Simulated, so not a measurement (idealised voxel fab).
This section sets out a process module, namely voxel gate over fins.
FYI the section here is cut, 210 nm wide, cells are 5 nm squares.
Format of a cross-section: grid, square cells. Given as bands. Order: top down. Band: one or more rows of cells. The entry gives the band's vertical extent as a top height and a bottom height in nm, then its horizontal make-up as materials from left to right, each with a width in nm. "blank" stands for empty space; a single material marked "edge to edge" fills the band edge to edge. Counting heights begins at 0, where everything beneath is, in the wafer as received, one material. The lowest band has no bottom; it goes on downwards, as "z 0 and below" shows. A two-number width, for instance "30 to 40", indicates that the width is equal to the first number in the top row of the band and to the second number in the bottom row, and that it changes by a constant amount per row of cells. "nothing changed", as given for a step, is the statement that not any cell of the cross-section underwent a change during that step. Voids not open to the top, 8 cells minimum: see "Completely sealed voids". Written width x height at distance; distance is from the left edge; nm. Formally, on a step line, whatever follows the settings is a remark that the simulator itself makes on the step. You can add "overlay nm" to a step's line. For a step with a mask, it describes how far the mask lay to the right of its planned position, and a negative number describes a lay to the left.

Process steps (planned)
| 1 | RECEIVE | material Si |
| 2 | CONFORMAL_DEP | material SiN | thk nm 5 |
| 3 | MASKED_ETCH | tone cover | mask id FINS | width nm 15 | pitch nm 45 | etch materials SiN | depth nm 5 | overlay nm 0 |
| 4 | MASKED_ETCH | tone cover | mask id FINS | width nm 15 | pitch nm 45 | etch materials Si | depth nm 30 | overlay nm 0 |
| 5 | FILL_DEP | material SiO2 | thk nm 5 |
| 6 | CMP | height nm 5 |
| 7 | SELECTIVE_ETCH | etch materials SiO2 | depth nm 15 |
| 8 | STRIP | etch materials SiN |
| 9 | CONFORMAL_DEP | material HfO2 | thk nm 5 |
| 10 | CONFORMAL_DEP | material TiN | thk nm 5 |
| 11 | FILL_DEP | material W | thk nm 10 |
| 12 | CMP | height nm 15 |
| 13 | CONFORMAL_DEP | material SiCN | thk nm 10 |
Same starting wafers, different width nm at step 4. Plan value belongs to the first wafer.

Cross-section of the first of several wafers on receipt, reflecting completion of step 1
z 0 and below  Si edge to edge
Completely sealed voids: none

The table below has one row for each wafer; a row shows, as of the end of the module, how many cells of each material the wafer has gained, marked (+), or lost, marked (-), since it was received, and then the wafer's closed voids
width nm 15, +58 HfO2, -180 Si, +84 SiCN, +120 SiO2, +58 TiN, +70 W, Completely sealed voids: none
width nm 20, +58 HfO2, -156 Si, +84 SiCN, +104 SiO2, +58 TiN, +62 W, Completely sealed voids: none
width nm 25, +58 HfO2, -132 Si, +84 SiCN, +88 SiO2, +58 TiN, +54 W, Completely sealed voids: none
width nm 30, +58 HfO2, -108 Si, +84 SiCN, +72 SiO2, +52 TiN, +52 W, Completely sealed voids: none
